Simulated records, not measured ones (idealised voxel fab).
process module | voxel self aligned contacts
cross-section cut | 230 nm wide | cells 5 nm
A cross-section is a grid of square cells, given in bands from the top down. A band is one or more rows of cells.
Each band's line starts with the height of the band's top and of its bottom, in nm. Then come its materials from left to right, each with its width in nm. One material with "throughout" fills the band from edge to edge. "air" is empty space.
Height 0 is the level under which the wafer as received is all one material. The lowest band goes on downwards, as in "0 down".
A width such as "30 to 40" changes by the same amount from each row of cells to the next, from the band's top row to its bottom row.
"no change" after a step means that no cell of the cross-section changed.
closed voids: empty space of 8 cells or more with no open way to the top, each as width x height at its distance from the left edge, in nm
after a step's settings: what the simulator itself notes on the step
overlay nm, on a step with a mask: how far to the right of its planned place the mask lay; to the left if negative
Each pair below shows a cross-section before one step and the cross-section after it, down to the lowest band that changed. The line under each pair gives the step between them, with its settings. The pairs can come from different runs of this module on the same starting wafer, so a pair continues from the pair above only where its "before" says so.
before
  0 down: Si throughout
  closed voids: none
after
  0 to -5: SiO2 throughout
  below -5: unchanged
  closed voids: none
the step between: op OXIDIZE | depth nm 5
before: the cross-section after the pair above
after
  30 to 0: polySi throughout
  below 0: unchanged
  closed voids: none
the step between: op DIRECTIONAL_DEP | material polySi | thk nm 30
before: the cross-section after the pair above
after
  50 to 30: SiN throughout
  below 30: unchanged
  closed voids: none
the step between: op DIRECTIONAL_DEP | material SiN | thk nm 20
before: the cross-section after the pair above
after
  50 to 30: air 25 | SiN 30 | air 45 | SiN 30 | air 45 | SiN 30 | air 25
  below 30: unchanged
  closed voids: none
the step between: op MASKED_ETCH | tone cover | mask id GATE | width nm 30 | pitch nm 75 | etch materials SiN | depth nm 20 | overlay nm 0
before: the cross-section after the pair above
after
  50 to 30: air 25 | SiN 30 | air 45 | SiN 30 | air 45 | SiN 30 | air 25
  30 to 0: air 25 | polySi 30 | air 45 | polySi 30 | air 45 | polySi 30 | air 25
  below 0: unchanged
  closed voids: none
the step between: op MASKED_ETCH | tone cover | mask id GATE | width nm 30 | pitch nm 75 | etch materials polySi | depth nm 30 | overlay nm 0
before: the cross-section after the pair above
after
  60 to 30: air 15 | SiN 50 | air 25 | SiN 50 | air 25 | SiN 50 | air 15
  30 to 10: air 15 | SiN 10 | polySi 30 | SiN 10 | air 25 | SiN 10 | polySi 30 | SiN 10 | air 25 | SiN 10 | polySi 30 | SiN 10 | air 15
  10 to 0: SiN 25 | polySi 30 | SiN 45 | polySi 30 | SiN 45 | polySi 30 | SiN 25
  below 0: unchanged
  closed voids: none
the step between: op CONFORMAL_DEP | material SiN | thk nm 10
before: the cross-section after the pair above
after
  50 to 30: air 15 | SiN 50 | air 25 | SiN 50 | air 25 | SiN 50 | air 15
  30 to 0: air 15 | SiN 10 | polySi 30 | SiN 10 | air 25 | SiN 10 | polySi 30 | SiN 10 | air 25 | SiN 10 | polySi 30 | SiN 10 | air 15
  below 0: unchanged
  closed voids: none
the step between: op DIRECTIONAL_ETCH | etch materials SiN | depth nm 10
before: the cross-section after the pair above
after
  65 to 50: SiO2 throughout
  50 to 30: SiO2 15 | SiN 50 | SiO2 25 | SiN 50 | SiO2 25 | SiN 50 | SiO2 15
  30 to 0: SiO2 15 | SiN 10 | polySi 30 | SiN 10 | SiO2 25 | SiN 10 | polySi 30 | SiN 10 | SiO2 25 | SiN 10 | polySi 30 | SiN 10 | SiO2 15
  below 0: unchanged
  closed voids: none
the step between: op FILL_DEP | material SiO2 | thk nm 15
before: the cross-section after the pair above
after
  55 to 50: SiO2 throughout
  below 50: unchanged
  closed voids: none
the step between: op CMP | height nm 55
before: the cross-section after the pair above
after
  70 to 55: aC throughout
  below 55: unchanged
  closed voids: none
the step between: op DIRECTIONAL_DEP | material aC | thk nm 15
before: the cross-section after the pair above
after
  105 to 70: resist 50 | air 55 | resist 20 | air 55 | resist 50
  below 70: unchanged
  closed voids: none
the step between: op PATTERN | tone open | mask id CONTACT | material resist | width nm 55 | pitch nm 75 | thk nm 35 | overlay nm 0
before: the cross-section after the pair above
after
  90 to 70: resist 50 | air 55 | resist 20 | air 55 | resist 50
  70 to 55: aC 50 | air 55 | aC 20 | air 55 | aC 50
  below 55: unchanged
  closed voids: none
the step between: op DIRECTIONAL_ETCH | etch materials aC | depth nm 15
before: the cross-section after the pair above
after
  70 to 55: aC 50 | air 55 | aC 20 | air 55 | aC 50
  below 55: unchanged
  closed voids: none
the step between: op STRIP | etch materials resist
before: the cross-section after the pair above
after
  70 to 55: aC 50 | air 55 | aC 20 | air 55 | aC 50
  55 to 50: SiO2 50 | air 55 | SiO2 20 | air 55 | SiO2 50
  50 to 30: SiO2 15 | SiN 50 | air 25 | SiN 50 | air 25 | SiN 50 | SiO2 15
  30 to 0: SiO2 15 | SiN 10 | polySi 30 | SiN 10 | air 25 | SiN 10 | polySi 30 | SiN 10 | air 25 | SiN 10 | polySi 30 | SiN 10 | SiO2 15
  0 to -5: SiO2 65 | air 25 | SiO2 50 | air 25 | SiO2 65
  below -5: unchanged
  closed voids: none
the step between: op DIRECTIONAL_ETCH | etch materials SiO2 | depth nm 60
before: the cross-section after the pair above
after
  55 to 50: SiO2 50 | air 55 | SiO2 20 | air 55 | SiO2 50
  below 50: unchanged
  closed voids: none
the step between: op STRIP | etch materials aC
before: the cross-section after the pair above
after
  60 to 55: TiN 55 | air 45 | TiN 30 | air 45 | TiN 55
  55 to 50: SiO2 50 | TiN 20 | air 15 | TiN 20 | SiO2 20 | TiN 20 | air 15 | TiN 20 | SiO2 50
  50 to 30: SiO2 15 | SiN 50 | TiN 5 | air 15 | TiN 5 | SiN 50 | TiN 5 | air 15 | TiN 5 | SiN 50 | SiO2 15
  30 to 0: SiO2 15 | SiN 10 | polySi 30 | SiN 10 | TiN 5 | air 15 | TiN 5 | SiN 10 | polySi 30 | SiN 10 | TiN 5 | air 15 | TiN 5 | SiN 10 | polySi 30 | SiN 10 | SiO2 15
  0 to -5: SiO2 65 | TiN 25 | SiO2 50 | TiN 25 | SiO2 65
  below -5: unchanged
  closed voids: none
the step between: op CONFORMAL_DEP | material TiN | thk nm 5
before: the cross-section after the pair above
after
  65 to 60: Ru throughout
  60 to 55: TiN 55 | Ru 45 | TiN 30 | Ru 45 | TiN 55
  55 to 50: SiO2 50 | TiN 20 | Ru 15 | TiN 20 | SiO2 20 | TiN 20 | Ru 15 | TiN 20 | SiO2 50
  50 to 30: SiO2 15 | SiN 50 | TiN 5 | Ru 15 | TiN 5 | SiN 50 | TiN 5 | Ru 15 | TiN 5 | SiN 50 | SiO2 15
  30 to 0: SiO2 15 | SiN 10 | polySi 30 | SiN 10 | TiN 5 | Ru 15 | TiN 5 | SiN 10 | polySi 30 | SiN 10 | TiN 5 | Ru 15 | TiN 5 | SiN 10 | polySi 30 | SiN 10 | SiO2 15
  below 0: unchanged
  closed voids: none
the step between: op FILL_DEP | material Ru | thk nm 5
before: the cross-section after the pair above
after
  55 to 50: SiO2 50 | TiN 20 | Ru 15 | TiN 20 | SiO2 20 | TiN 20 | Ru 15 | TiN 20 | SiO2 50
  below 50: unchanged
  closed voids: none
the step between: op CMP | height nm 55
before: the cross-section after the pair above
after
  60 to 55: SiCN throughout
  below 55: unchanged
  closed voids: none
the step between: op CONFORMAL_DEP | material SiCN | thk nm 5
before
  50 to 30: air 25 | SiN 30 | air 45 | SiN 30 | air 45 | SiN 30 | air 25
  30 to 0: air 25 | polySi 30 | air 45 | polySi 30 | air 45 | polySi 30 | air 25
  0 to -5: SiO2 throughout
  -5 down: Si throughout
  closed voids: none
after
  40 to 30: air 25 | SiN 30 | air 45 | SiN 30 | air 45 | SiN 30 | air 25
  below 30: unchanged
  closed voids: none
the step between: op DIRECTIONAL_ETCH | etch materials SiN | depth nm 10
before: the cross-section after the pair above
after
  55 to 40: SiO2 throughout
  40 to 30: SiO2 25 | SiN 30 | SiO2 45 | SiN 30 | SiO2 45 | SiN 30 | SiO2 25
  30 to 0: SiO2 25 | polySi 30 | SiO2 45 | polySi 30 | SiO2 45 | polySi 30 | SiO2 25
  below 0: unchanged
  closed voids: none
the step between: op FILL_DEP | material SiO2 | thk nm 15
before: the cross-section after the pair above
after
  70 to 55: aC throughout
  below 55: unchanged
  closed voids: none
the step between: op DIRECTIONAL_DEP | material aC | thk nm 15
before: the cross-section after the pair above
after
  105 to 70: resist 50 | air 55 | resist 20 | air 55 | resist 50
  below 70: unchanged
  closed voids: none
the step between: op PATTERN | tone open | mask id CONTACT | material resist | width nm 55 | pitch nm 75 | thk nm 35 | overlay nm 0
before: the cross-section after the pair above
after
  90 to 70: resist 50 | air 55 | resist 20 | air 55 | resist 50
  70 to 55: aC 50 | air 55 | aC 20 | air 55 | aC 50
  below 55: unchanged
  closed voids: none
the step between: op DIRECTIONAL_ETCH | etch materials aC | depth nm 15
before: the cross-section after the pair above
after
  70 to 55: aC 50 | air 55 | aC 20 | air 55 | aC 50
  below 55: unchanged
  closed voids: none
the step between: op STRIP | etch materials resist
before: the cross-section after the pair above
after
  70 to 55: aC 50 | air 55 | aC 20 | air 55 | aC 50
  55 to 40: SiO2 50 | air 55 | SiO2 20 | air 55 | SiO2 50
  40 to 30: SiO2 25 | SiN 30 | air 45 | SiN 30 | air 45 | SiN 30 | SiO2 25
  30 to 0: SiO2 25 | polySi 30 | air 45 | polySi 30 | air 45 | polySi 30 | SiO2 25
  0 to -5: SiO2 55 | air 45 | SiO2 30 | air 45 | SiO2 55
  below -5: unchanged
  closed voids: none
the step between: op DIRECTIONAL_ETCH | etch materials SiO2 | depth nm 60
before: the cross-section after the pair above
after
  55 to 40: SiO2 50 | air 55 | SiO2 20 | air 55 | SiO2 50
  below 40: unchanged
  closed voids: none
the step between: op STRIP | etch materials aC
before: the cross-section after the pair above
after
  60 to 55: TiN 55 | air 45 | TiN 30 | air 45 | TiN 55
  55 to 45: SiO2 50 | TiN 5 | air 45 | TiN 5 | SiO2 20 | TiN 5 | air 45 | TiN 5 | SiO2 50
  45 to 40: SiO2 50 | TiN 10 | air 35 | TiN 10 | SiO2 20 | TiN 10 | air 35 | TiN 10 | SiO2 50
  40 to 30: SiO2 25 | SiN 30 | TiN 5 | air 35 | TiN 5 | SiN 30 | TiN 5 | air 35 | TiN 5 | SiN 30 | SiO2 25
  30 to 0: SiO2 25 | polySi 30 | TiN 5 | air 35 | TiN 5 | polySi 30 | TiN 5 | air 35 | TiN 5 | polySi 30 | SiO2 25
  0 to -5: SiO2 55 | TiN 45 | SiO2 30 | TiN 45 | SiO2 55
  below -5: unchanged
  closed voids: none
the step between: op CONFORMAL_DEP | material TiN | thk nm 5
before: the cross-section after the pair above
after
  65 to 60: Ru throughout
  60 to 55: TiN 55 | Ru 45 | TiN 30 | Ru 45 | TiN 55
  55 to 45: SiO2 50 | TiN 5 | Ru 45 | TiN 5 | SiO2 20 | TiN 5 | Ru 45 | TiN 5 | SiO2 50
  45 to 40: SiO2 50 | TiN 10 | Ru 35 | TiN 10 | SiO2 20 | TiN 10 | Ru 35 | TiN 10 | SiO2 50
  40 to 30: SiO2 25 | SiN 30 | TiN 5 | Ru 35 | TiN 5 | SiN 30 | TiN 5 | Ru 35 | TiN 5 | SiN 30 | SiO2 25
  30 to 0: SiO2 25 | polySi 30 | TiN 5 | Ru 35 | TiN 5 | polySi 30 | TiN 5 | Ru 35 | TiN 5 | polySi 30 | SiO2 25
  below 0: unchanged
  closed voids: none
the step between: op FILL_DEP | material Ru | thk nm 5
before: the cross-section after the pair above
after
  55 to 45: SiO2 50 | TiN 5 | Ru 45 | TiN 5 | SiO2 20 | TiN 5 | Ru 45 | TiN 5 | SiO2 50
  below 45: unchanged
  closed voids: none
the step between: op CMP | height nm 55
before: the cross-section after the pair above
after
  60 to 55: SiCN throughout
  below 55: unchanged
  closed voids: none
the step between: op CONFORMAL_DEP | material SiCN | thk nm 5
before
  30 to 0: polySi throughout
  0 to -5: SiO2 throughout
  -5 down: Si throughout
  closed voids: none
after
  60 to 0: polySi throughout
  below 0: unchanged
  closed voids: none
the step between: op DIRECTIONAL_DEP | material polySi | thk nm 30
before: the cross-section after the pair above
after
  80 to 60: SiN throughout
  below 60: unchanged
  closed voids: none
the step between: op DIRECTIONAL_DEP | material SiN | thk nm 20
before: the cross-section after the pair above
after
  80 to 60: air 25 | SiN 30 | air 45 | SiN 30 | air 45 | SiN 30 | air 25
  below 60: unchanged
  closed voids: none
the step between: op MASKED_ETCH | tone cover | mask id GATE | width nm 30 | pitch nm 75 | etch materials SiN | depth nm 20 | overlay nm 0
before: the cross-section after the pair above
after
  80 to 60: air 25 | SiN 30 | air 45 | SiN 30 | air 45 | SiN 30 | air 25
  60 to 30: air 25 | polySi 30 | air 45 | polySi 30 | air 45 | polySi 30 | air 25
  below 30: unchanged
  closed voids: none
the step between: op MASKED_ETCH | tone cover | mask id GATE | width nm 30 | pitch nm 75 | etch materials polySi | depth nm 30 | overlay nm 0
before: the cross-section after the pair above
after
  90 to 60: air 15 | SiN 50 | air 25 | SiN 50 | air 25 | SiN 50 | air 15
  60 to 40: air 15 | SiN 10 | polySi 30 | SiN 10 | air 25 | SiN 10 | polySi 30 | SiN 10 | air 25 | SiN 10 | polySi 30 | SiN 10 | air 15
  40 to 30: SiN 25 | polySi 30 | SiN 45 | polySi 30 | SiN 45 | polySi 30 | SiN 25
  below 30: unchanged
  closed voids: none
the step between: op CONFORMAL_DEP | material SiN | thk nm 10
before: the cross-section after the pair above
after
  80 to 60: air 15 | SiN 50 | air 25 | SiN 50 | air 25 | SiN 50 | air 15
  60 to 30: air 15 | SiN 10 | polySi 30 | SiN 10 | air 25 | SiN 10 | polySi 30 | SiN 10 | air 25 | SiN 10 | polySi 30 | SiN 10 | air 15
  below 30: unchanged
  closed voids: none
the step between: op DIRECTIONAL_ETCH | etch materials SiN | depth nm 10
before: the cross-section after the pair above
after
  95 to 80: SiO2 throughout
  80 to 60: SiO2 15 | SiN 50 | SiO2 25 | SiN 50 | SiO2 25 | SiN 50 | SiO2 15
  60 to 30: SiO2 15 | SiN 10 | polySi 30 | SiN 10 | SiO2 25 | SiN 10 | polySi 30 | SiN 10 | SiO2 25 | SiN 10 | polySi 30 | SiN 10 | SiO2 15
  below 30: unchanged
  closed voids: none
the step between: op FILL_DEP | material SiO2 | thk nm 15
before: the cross-section after the pair above
after
  55 to 30: SiO2 15 | SiN 10 | polySi 30 | SiN 10 | SiO2 25 | SiN 10 | polySi 30 | SiN 10 | SiO2 25 | SiN 10 | polySi 30 | SiN 10 | SiO2 15
  below 30: unchanged
  closed voids: none
the step between: op CMP | height nm 55
before: the cross-section after the pair above
after
  70 to 55: aC throughout
  below 55: unchanged
  closed voids: none
the step between: op DIRECTIONAL_DEP | material aC | thk nm 15
before: the cross-section after the pair above
after
  105 to 70: resist 50 | air 55 | resist 20 | air 55 | resist 50
  below 70: unchanged
  closed voids: none
the step between: op PATTERN | tone open | mask id CONTACT | material resist | width nm 55 | pitch nm 75 | thk nm 35 | overlay nm 0
before: the cross-section after the pair above
after
  90 to 70: resist 50 | air 55 | resist 20 | air 55 | resist 50
  70 to 55: aC 50 | air 55 | aC 20 | air 55 | aC 50
  below 55: unchanged
  closed voids: none
the step between: op DIRECTIONAL_ETCH | etch materials aC | depth nm 15
before: the cross-section after the pair above
after
  70 to 55: aC 50 | air 55 | aC 20 | air 55 | aC 50
  below 55: unchanged
  closed voids: none
the step between: op STRIP | etch materials resist
before: the cross-section after the pair above
after
  70 to 55: aC 50 | air 55 | aC 20 | air 55 | aC 50
  55 to 30: SiO2 15 | SiN 10 | polySi 30 | SiN 10 | air 25 | SiN 10 | polySi 30 | SiN 10 | air 25 | SiN 10 | polySi 30 | SiN 10 | SiO2 15
  below 30: unchanged
  closed voids: none
the step between: op DIRECTIONAL_ETCH | etch materials SiO2 | depth nm 60
before: the cross-section after the pair above
after
  55 to 30: SiO2 15 | SiN 10 | polySi 30 | SiN 10 | air 25 | SiN 10 | polySi 30 | SiN 10 | air 25 | SiN 10 | polySi 30 | SiN 10 | SiO2 15
  below 30: unchanged
  closed voids: none
the step between: op STRIP | etch materials aC
before: the cross-section after the pair above
after
  60 to 55: TiN 70 | air 15 | TiN 60 | air 15 | TiN 70
  55 to 35: SiO2 15 | SiN 10 | polySi 30 | SiN 10 | TiN 5 | air 15 | TiN 5 | SiN 10 | polySi 30 | SiN 10 | TiN 5 | air 15 | TiN 5 | SiN 10 | polySi 30 | SiN 10 | SiO2 15
  35 to 30: SiO2 15 | SiN 10 | polySi 30 | SiN 10 | TiN 25 | SiN 10 | polySi 30 | SiN 10 | TiN 25 | SiN 10 | polySi 30 | SiN 10 | SiO2 15
  below 30: unchanged
  closed voids: none
the step between: op CONFORMAL_DEP | material TiN | thk nm 5
before: the cross-section after the pair above
after
  65 to 60: Ru throughout
  60 to 55: TiN 70 | Ru 15 | TiN 60 | Ru 15 | TiN 70
  55 to 35: SiO2 15 | SiN 10 | polySi 30 | SiN 10 | TiN 5 | Ru 15 | TiN 5 | SiN 10 | polySi 30 | SiN 10 | TiN 5 | Ru 15 | TiN 5 | SiN 10 | polySi 30 | SiN 10 | SiO2 15
  below 35: unchanged
  closed voids: none
the step between: op FILL_DEP | material Ru | thk nm 5
before: the cross-section after the pair above
after
  55 to 35: SiO2 15 | SiN 10 | polySi 30 | SiN 10 | TiN 5 | Ru 15 | TiN 5 | SiN 10 | polySi 30 | SiN 10 | TiN 5 | Ru 15 | TiN 5 | SiN 10 | polySi 30 | SiN 10 | SiO2 15
  below 35: unchanged
  closed voids: none
the step between: op CMP | height nm 55
before: the cross-section after the pair above
after
  60 to 55: SiCN throughout
  below 55: unchanged
  closed voids: none
the step between: op CONFORMAL_DEP | material SiCN | thk nm 5
before
  0 down: Si throughout
  closed voids: none
after
  30 to 0: polySi throughout
  below 0: unchanged
  closed voids: none
the step between: op DIRECTIONAL_DEP | material polySi | thk nm 30
before: the cross-section after the pair above
after
  30 to 25: SiO2 throughout
  below 25: unchanged
  closed voids: none
the step between: op OXIDIZE | depth nm 5
before: the cross-section after the pair above
after
  50 to 30: SiN throughout
  below 30: unchanged
  closed voids: none
the step between: op DIRECTIONAL_DEP | material SiN | thk nm 20
before: the cross-section after the pair above
after
  50 to 30: air 25 | SiN 30 | air 45 | SiN 30 | air 45 | SiN 30 | air 25
  below 30: unchanged
  closed voids: none
the step between: op MASKED_ETCH | tone cover | mask id GATE | width nm 30 | pitch nm 75 | etch materials SiN | depth nm 20 | overlay nm 0
before: the cross-section after the pair above
after
  60 to 40: air 15 | SiN 50 | air 25 | SiN 50 | air 25 | SiN 50 | air 15
  40 to 30: SiN throughout
  below 30: unchanged
  closed voids: none
the step between: op CONFORMAL_DEP | material SiN | thk nm 10
before: the cross-section after the pair above
after
  50 to 30: air 15 | SiN 50 | air 25 | SiN 50 | air 25 | SiN 50 | air 15
  below 30: unchanged
  closed voids: none
the step between: op DIRECTIONAL_ETCH | etch materials SiN | depth nm 10
before: the cross-section after the pair above
after
  65 to 50: SiO2 throughout
  50 to 30: SiO2 15 | SiN 50 | SiO2 25 | SiN 50 | SiO2 25 | SiN 50 | SiO2 15
  below 30: unchanged
  closed voids: none
the step between: op FILL_DEP | material SiO2 | thk nm 15
before: the cross-section after the pair above
after
  55 to 50: SiO2 throughout
  below 50: unchanged
  closed voids: none
the step between: op CMP | height nm 55
before: the cross-section after the pair above
after
  70 to 55: aC throughout
  below 55: unchanged
  closed voids: none
the step between: op DIRECTIONAL_DEP | material aC | thk nm 15
before: the cross-section after the pair above
after
  105 to 70: resist 50 | air 55 | resist 20 | air 55 | resist 50
  below 70: unchanged
  closed voids: none
the step between: op PATTERN | tone open | mask id CONTACT | material resist | width nm 55 | pitch nm 75 | thk nm 35 | overlay nm 0
before: the cross-section after the pair above
after
  90 to 70: resist 50 | air 55 | resist 20 | air 55 | resist 50
  70 to 55: aC 50 | air 55 | aC 20 | air 55 | aC 50
  below 55: unchanged
  closed voids: none
the step between: op DIRECTIONAL_ETCH | etch materials aC | depth nm 15
before: the cross-section after the pair above
after
  70 to 55: aC 50 | air 55 | aC 20 | air 55 | aC 50
  below 55: unchanged
  closed voids: none
the step between: op STRIP | etch materials resist
before: the cross-section after the pair above
after
  70 to 55: aC 50 | air 55 | aC 20 | air 55 | aC 50
  55 to 50: SiO2 50 | air 55 | SiO2 20 | air 55 | SiO2 50
  50 to 30: SiO2 15 | SiN 50 | air 25 | SiN 50 | air 25 | SiN 50 | SiO2 15
  30 to 25: SiO2 65 | air 25 | SiO2 50 | air 25 | SiO2 65
  below 25: unchanged
  closed voids: none
the step between: op DIRECTIONAL_ETCH | etch materials SiO2 | depth nm 60
before: the cross-section after the pair above
after
  55 to 50: SiO2 50 | air 55 | SiO2 20 | air 55 | SiO2 50
  below 50: unchanged
  closed voids: none
the step between: op STRIP | etch materials aC
before: the cross-section after the pair above
after
  60 to 55: TiN 55 | air 45 | TiN 30 | air 45 | TiN 55
  55 to 50: SiO2 50 | TiN 20 | air 15 | TiN 20 | SiO2 20 | TiN 20 | air 15 | TiN 20 | SiO2 50
  50 to 30: SiO2 15 | SiN 50 | TiN 5 | air 15 | TiN 5 | SiN 50 | TiN 5 | air 15 | TiN 5 | SiN 50 | SiO2 15
  30 to 25: SiO2 65 | TiN 25 | SiO2 50 | TiN 25 | SiO2 65
  below 25: unchanged
  closed voids: none
the step between: op CONFORMAL_DEP | material TiN | thk nm 5
before: the cross-section after the pair above
after
  65 to 60: Ru throughout
  60 to 55: TiN 55 | Ru 45 | TiN 30 | Ru 45 | TiN 55
  55 to 50: SiO2 50 | TiN 20 | Ru 15 | TiN 20 | SiO2 20 | TiN 20 | Ru 15 | TiN 20 | SiO2 50
  50 to 30: SiO2 15 | SiN 50 | TiN 5 | Ru 15 | TiN 5 | SiN 50 | TiN 5 | Ru 15 | TiN 5 | SiN 50 | SiO2 15
  below 30: unchanged
  closed voids: none
the step between: op FILL_DEP | material Ru | thk nm 5
before: the cross-section after the pair above
after
  55 to 50: SiO2 50 | TiN 20 | Ru 15 | TiN 20 | SiO2 20 | TiN 20 | Ru 15 | TiN 20 | SiO2 50
  below 50: unchanged
  closed voids: none
the step between: op CMP | height nm 55
before: the cross-section after the pair above
after
  60 to 55: SiCN throughout
  below 55: unchanged
  closed voids: none
the step between: op CONFORMAL_DEP | material SiCN | thk nm 5
before
  60 to 30: air 15 | SiN 50 | air 25 | SiN 50 | air 25 | SiN 50 | air 15
  30 to 10: air 15 | SiN 10 | polySi 30 | SiN 10 | air 25 | SiN 10 | polySi 30 | SiN 10 | air 25 | SiN 10 | polySi 30 | SiN 10 | air 15
  10 to 0: SiN 25 | polySi 30 | SiN 45 | polySi 30 | SiN 45 | polySi 30 | SiN 25
  0 to -5: SiO2 throughout
  -5 down: Si throughout
  closed voids: none
after
  55 to 30: air 15 | SiN 50 | air 25 | SiN 50 | air 25 | SiN 50 | air 15
  30 to 5: air 15 | SiN 10 | polySi 30 | SiN 10 | air 25 | SiN 10 | polySi 30 | SiN 10 | air 25 | SiN 10 | polySi 30 | SiN 10 | air 15
  below 5: unchanged
  closed voids: none
the step between: op DIRECTIONAL_ETCH | etch materials SiN | depth nm 5
before: the cross-section after the pair above
after
  70 to 55: SiO2 throughout
  55 to 30: SiO2 15 | SiN 50 | SiO2 25 | SiN 50 | SiO2 25 | SiN 50 | SiO2 15
  30 to 5: SiO2 15 | SiN 10 | polySi 30 | SiN 10 | SiO2 25 | SiN 10 | polySi 30 | SiN 10 | SiO2 25 | SiN 10 | polySi 30 | SiN 10 | SiO2 15
  below 5: unchanged
  closed voids: none
the step between: op FILL_DEP | material SiO2 | thk nm 15
before: the cross-section after the pair above
after
  55 to 30: SiO2 15 | SiN 50 | SiO2 25 | SiN 50 | SiO2 25 | SiN 50 | SiO2 15
  below 30: unchanged
  closed voids: none
the step between: op CMP | height nm 55
before: the cross-section after the pair above
after
  70 to 55: aC throughout
  below 55: unchanged
  closed voids: none
the step between: op DIRECTIONAL_DEP | material aC | thk nm 15
before: the cross-section after the pair above
after
  105 to 70: resist 50 | air 55 | resist 20 | air 55 | resist 50
  below 70: unchanged
  closed voids: none
the step between: op PATTERN | tone open | mask id CONTACT | material resist | width nm 55 | pitch nm 75 | thk nm 35 | overlay nm 0
before: the cross-section after the pair above
after
  90 to 70: resist 50 | air 55 | resist 20 | air 55 | resist 50
  70 to 55: aC 50 | air 55 | aC 20 | air 55 | aC 50
  below 55: unchanged
  closed voids: none
the step between: op DIRECTIONAL_ETCH | etch materials aC | depth nm 15
before: the cross-section after the pair above
after
  70 to 55: aC 50 | air 55 | aC 20 | air 55 | aC 50
  below 55: unchanged
  closed voids: none
the step between: op STRIP | etch materials resist
before: the cross-section after the pair above
after
  70 to 55: aC 50 | air 55 | aC 20 | air 55 | aC 50
  55 to 30: SiO2 15 | SiN 50 | air 25 | SiN 50 | air 25 | SiN 50 | SiO2 15
  30 to 5: SiO2 15 | SiN 10 | polySi 30 | SiN 10 | air 25 | SiN 10 | polySi 30 | SiN 10 | air 25 | SiN 10 | polySi 30 | SiN 10 | SiO2 15
  below 5: unchanged
  closed voids: none
the step between: op DIRECTIONAL_ETCH | etch materials SiO2 | depth nm 60
before: the cross-section after the pair above
after
  55 to 30: SiO2 15 | SiN 50 | air 25 | SiN 50 | air 25 | SiN 50 | SiO2 15
  below 30: unchanged
  closed voids: none
the step between: op STRIP | etch materials aC
before: the cross-section after the pair above
after
  60 to 55: TiN 70 | air 15 | TiN 60 | air 15 | TiN 70
  55 to 30: SiO2 15 | SiN 50 | TiN 5 | air 15 | TiN 5 | SiN 50 | TiN 5 | air 15 | TiN 5 | SiN 50 | SiO2 15
  30 to 10: SiO2 15 | SiN 10 | polySi 30 | SiN 10 | TiN 5 | air 15 | TiN 5 | SiN 10 | polySi 30 | SiN 10 | TiN 5 | air 15 | TiN 5 | SiN 10 | polySi 30 | SiN 10 | SiO2 15
  10 to 5: SiO2 15 | SiN 10 | polySi 30 | SiN 10 | TiN 25 | SiN 10 | polySi 30 | SiN 10 | TiN 25 | SiN 10 | polySi 30 | SiN 10 | SiO2 15
  below 5: unchanged
  closed voids: none
the step between: op CONFORMAL_DEP | material TiN | thk nm 5
before: the cross-section after the pair above
after
  65 to 60: Ru throughout
  60 to 55: TiN 70 | Ru 15 | TiN 60 | Ru 15 | TiN 70
  55 to 30: SiO2 15 | SiN 50 | TiN 5 | Ru 15 | TiN 5 | SiN 50 | TiN 5 | Ru 15 | TiN 5 | SiN 50 | SiO2 15
  30 to 10: SiO2 15 | SiN 10 | polySi 30 | SiN 10 | TiN 5 | Ru 15 | TiN 5 | SiN 10 | polySi 30 | SiN 10 | TiN 5 | Ru 15 | TiN 5 | SiN 10 | polySi 30 | SiN 10 | SiO2 15
  below 10: unchanged
  closed voids: none
the step between: op FILL_DEP | material Ru | thk nm 5
before: the cross-section after the pair above
after
  55 to 30: SiO2 15 | SiN 50 | TiN 5 | Ru 15 | TiN 5 | SiN 50 | TiN 5 | Ru 15 | TiN 5 | SiN 50 | SiO2 15
  below 30: unchanged
  closed voids: none
the step between: op CMP | height nm 55
before: the cross-section after the pair above
after
  60 to 55: SiCN throughout
  below 55: unchanged
  closed voids: none
the step between: op CONFORMAL_DEP | material SiCN | thk nm 5
before
  50 to 30: SiN throughout
  30 to 0: polySi throughout
  0 to -5: SiO2 throughout
  -5 down: Si throughout
  closed voids: none
after
  50 to 30: air 25 | SiN 35 | air 40 | SiN 35 | air 40 | SiN 35 | air 20
  below 30: unchanged
  closed voids: none
the step between: op MASKED_ETCH | tone cover | mask id GATE | width nm 35 | pitch nm 75 | etch materials SiN | depth nm 20 | overlay nm 0
before: the cross-section after the pair above
after
  50 to 30: air 25 | SiN 35 | air 40 | SiN 35 | air 40 | SiN 35 | air 20
  30 to 0: air 25 | polySi 35 | air 40 | polySi 35 | air 40 | polySi 35 | air 20
  below 0: unchanged
  closed voids: none
the step between: op MASKED_ETCH | tone cover | mask id GATE | width nm 30 | pitch nm 75 | etch materials polySi | depth nm 30 | overlay nm 0
before: the cross-section after the pair above
after
  60 to 30: air 15 | SiN 55 | air 20 | SiN 55 | air 20 | SiN 55 | air 10
  30 to 10: air 15 | SiN 10 | polySi 35 | SiN 10 | air 20 | SiN 10 | polySi 35 | SiN 10 | air 20 | SiN 10 | polySi 35 | SiN 10 | air 10
  10 to 0: SiN 25 | polySi 35 | SiN 40 | polySi 35 | SiN 40 | polySi 35 | SiN 20
  below 0: unchanged
  closed voids: none
the step between: op CONFORMAL_DEP | material SiN | thk nm 10
before: the cross-section after the pair above
after
  50 to 30: air 15 | SiN 55 | air 20 | SiN 55 | air 20 | SiN 55 | air 10
  30 to 0: air 15 | SiN 10 | polySi 35 | SiN 10 | air 20 | SiN 10 | polySi 35 | SiN 10 | air 20 | SiN 10 | polySi 35 | SiN 10 | air 10
  below 0: unchanged
  closed voids: none
the step between: op DIRECTIONAL_ETCH | etch materials SiN | depth nm 10
before: the cross-section after the pair above
after
  65 to 50: SiO2 throughout
  50 to 30: SiO2 15 | SiN 55 | SiO2 20 | SiN 55 | SiO2 20 | SiN 55 | SiO2 10
  30 to 0: SiO2 15 | SiN 10 | polySi 35 | SiN 10 | SiO2 20 | SiN 10 | polySi 35 | SiN 10 | SiO2 20 | SiN 10 | polySi 35 | SiN 10 | SiO2 10
  below 0: unchanged
  closed voids: none
the step between: op FILL_DEP | material SiO2 | thk nm 15
before: the cross-section after the pair above
after
  55 to 50: SiO2 throughout
  below 50: unchanged
  closed voids: none
the step between: op CMP | height nm 55
before: the cross-section after the pair above
after
  70 to 55: aC throughout
  below 55: unchanged
  closed voids: none
the step between: op DIRECTIONAL_DEP | material aC | thk nm 15
before: the cross-section after the pair above
after
  105 to 70: resist 50 | air 55 | resist 20 | air 55 | resist 50
  below 70: unchanged
  closed voids: none
the step between: op PATTERN | tone open | mask id CONTACT | material resist | width nm 55 | pitch nm 75 | thk nm 35 | overlay nm 0
before: the cross-section after the pair above
after
  90 to 70: resist 50 | air 55 | resist 20 | air 55 | resist 50
  70 to 55: aC 50 | air 55 | aC 20 | air 55 | aC 50
  below 55: unchanged
  closed voids: none
the step between: op DIRECTIONAL_ETCH | etch materials aC | depth nm 15
before: the cross-section after the pair above
after
  70 to 55: aC 50 | air 55 | aC 20 | air 55 | aC 50
  below 55: unchanged
  closed voids: none
the step between: op STRIP | etch materials resist
